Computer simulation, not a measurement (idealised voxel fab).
Proc. module: voxel ribs on slabs
The width of the displayed cross-section, cut, is 140 nm; its cells are square, with a size of 5 nm.
A cross-section is a grid of square cells, given in bands from the top down. A band is one or more rows of cells.
Per band: top height and bottom height in nm, followed by the left-to-right materials and their widths in nm; "full width" marks a single material spanning edge to edge, "air" marks empty space.
Beneath 0, the wafer as received is one material, and that level is where height counting begins. The lowest band goes on downward without a bottom; it is written like "z 0 and below".
Width spec "30 to 40" -> top row of cells at first value, bottom row at second value, equal per-row change in between.
The designation "no modification", where it is given for a processing step, indicates that no cell of the cross-section was altered in the course of that step.
Reported under the label "Enclosed empty spaces" are the empty spaces having no open way to the top and comprising 8 cells or more; the notation for each is width x height at distance, in which the distance is measured from the left edge and all three values are in nm.
Note: text after step settings on the step line = simulator remark on that step.
The "overlay nm" setting may appear on a step's line; for a step that uses a mask, it gives how far to the right of its planned position the mask lay, and a negative value indicates the left.

**Set out below are the planned steps of the process**
1,RECEIVE | material Si
2,DIRECTIONAL_DEP | material SiO2 | thk nm 25
3,DIRECTIONAL_DEP | material polySi | thk nm 15
4,DIRECTIONAL_DEP | material aC | thk nm 10
5,PATTERN | tone cover | mask id RIB | material resist | width nm 25 | thk nm 30 | overlay nm 0
6,DIRECTIONAL_ETCH | etch materials aC | depth nm 10
7,STRIP | etch materials resist
8,DIRECTIONAL_ETCH | etch materials polySi | depth nm 10
9,STRIP | etch materials aC
10,DIRECTIONAL_DEP | material aC | thk nm 10
11,PATTERN | tone cover | mask id SLAB | material resist | width nm 65 | thk nm 30 | overlay nm 0
12,DIRECTIONAL_ETCH | etch materials aC | depth nm 10
13,STRIP | etch materials resist
14,DIRECTIONAL_ETCH | etch materials polySi | depth nm 5
15,STRIP | etch materials aC
16,FILL_DEP | material SiO2 | thk nm 25
17,CMP | height nm 60
18,DIRECTIONAL_DEP | material TiN | thk nm 10
19,DIRECTIONAL_DEP | material aC | thk nm 10
20,PATTERN | tone cover | mask id HEATER | material resist | width nm 35 | thk nm 25 | overlay nm 0
21,DIRECTIONAL_ETCH | etch materials aC | depth nm 10
22,STRIP | etch materials resist
23,DIRECTIONAL_ETCH | etch materials TiN | depth nm 10
24,STRIP | etch materials aC
25,CONFORMAL_DEP | material SiO2 | thk nm 10

**Cross-section: wafer on arrival = after step 1**
	z 0 and below  Si full width
	Enclosed empty spaces: none

**a wafer at the end: this start, this plan, one mistake**
	z 80 to 70  40 of air; 55 of SiO2; 45 of air
	z 70 to 60  50 of SiO2; 35 of TiN; 55 of SiO2
	z 60 to 40  SiO2 full width
	z 40 to 25  polySi full width
	z 25 to 0  SiO2 full width
	z 0 and below  Si full width
	Enclosed empty spaces: none
Run error: step 4, actual vs plan mismatch, actual run DIRECTIONAL_DEP | material SiO2 | thk nm 10
